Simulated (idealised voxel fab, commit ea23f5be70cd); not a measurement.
process module | voxel self aligned vias
cross-section cut | 210 nm wide | cells 5 nm
A cross-section is a grid of square cells, given in bands from the top down. A band is one or more rows of cells.
Each band's line starts with the height of the band's top and of its bottom, in nm. Then come its materials from left to right, each with its width in nm. One material with "throughout" fills the band from edge to edge. "air" is empty space.
Height 0 is the level under which the wafer as received is all one material. The lowest band goes on downwards, as in "0 down".
A width such as "30 to 40" changes by the same amount from each row of cells to the next, from the band's top row to its bottom row.
"no change" after a step means that no cell of the cross-section changed.
closed voids: empty space of 8 cells or more with no open way to the top, each as width x height at its distance from the left edge, in nm
after a step's settings: what the simulator itself notes on the step
overlay nm, on a step with a mask: how far to the right of its planned place the mask lay; to the left if negative
plan
1 op RECEIVE | material Si
2 op CONFORMAL_DEP | material SiO2 | thk nm 10
3 op CONFORMAL_DEP | material SiCN | thk nm 5
4 op DIRECTIONAL_DEP | material SiO2 | thk nm 30
5 op MASKED_ETCH | tone open | mask id LINES | width nm 20 | pitch nm 60 | etch materials SiO2 | depth nm 30 | overlay nm 0
6 op CONFORMAL_DEP | material TiN | thk nm 5
7 op FILL_DEP | material W | thk nm 5
8 op CMP | height nm 45
9 op SELECTIVE_ETCH | etch materials W Ru TiN | depth nm 5
10 op FILL_DEP | material SiN | thk nm 10
11 op CMP | height nm 45
12 op DIRECTIONAL_DEP | material SiO2 | thk nm 15
13 op PATTERN | tone open | mask id VIAS | material resist | width nm 30 | thk nm 20 | overlay nm 0
14 op DIRECTIONAL_ETCH | etch materials SiO2 | depth nm 15
15 op DIRECTIONAL_ETCH | etch materials SiN | depth nm 5
16 op STRIP | etch materials resist
17 op CONFORMAL_DEP | material TiN | thk nm 5
18 op FILL_DEP | material Ru | thk nm 5
19 op CMP | height nm 60
20 op CONFORMAL_DEP | material SiN | thk nm 5
as received, after step 1
  0 down: Si throughout
  closed voids: none
first wafer at the end, as planned
  65 to 60: SiN throughout
  60 to 50: SiO2 60 | TiN 5 | Ru 20 | TiN 5 | SiO2 120
  50 to 45: SiO2 60 | TiN 10 | Ru 10 | TiN 10 | SiO2 120
  45 to 40: SiO2 65 | TiN 20 | SiO2 40 | SiN 20 | SiO2 65
  40 to 20: SiO2 65 | TiN 5 | W 10 | TiN 5 | SiO2 40 | TiN 5 | W 10 | TiN 5 | SiO2 65
  20 to 15: SiO2 65 | TiN 20 | SiO2 40 | TiN 20 | SiO2 65
  15 to 10: SiCN throughout
  10 to 0: SiO2 throughout
  0 down: Si throughout
  closed voids: none
second wafer at the end: like start, like plan, one mistake
  55 to 50: SiN throughout
  50 to 45: SiO2 60 | TiN 10 | Ru 10 | TiN 10 | SiO2 120
  45 to 40: SiO2 65 | TiN 20 | SiO2 40 | SiN 20 | SiO2 65
  40 to 20: SiO2 65 | TiN 5 | W 10 | TiN 5 | SiO2 40 | TiN 5 | W 10 | TiN 5 | SiO2 65
  20 to 15: SiO2 65 | TiN 20 | SiO2 40 | TiN 20 | SiO2 65
  15 to 10: SiCN throughout
  10 to 0: SiO2 throughout
  0 down: Si throughout
  closed voids: none
what went wrong: step 19 ran as: op CMP | height nm 50
at the end the second wafer has, in cells: 8 fewer of Ru | 72 fewer of SiO2 | 4 fewer of TiN
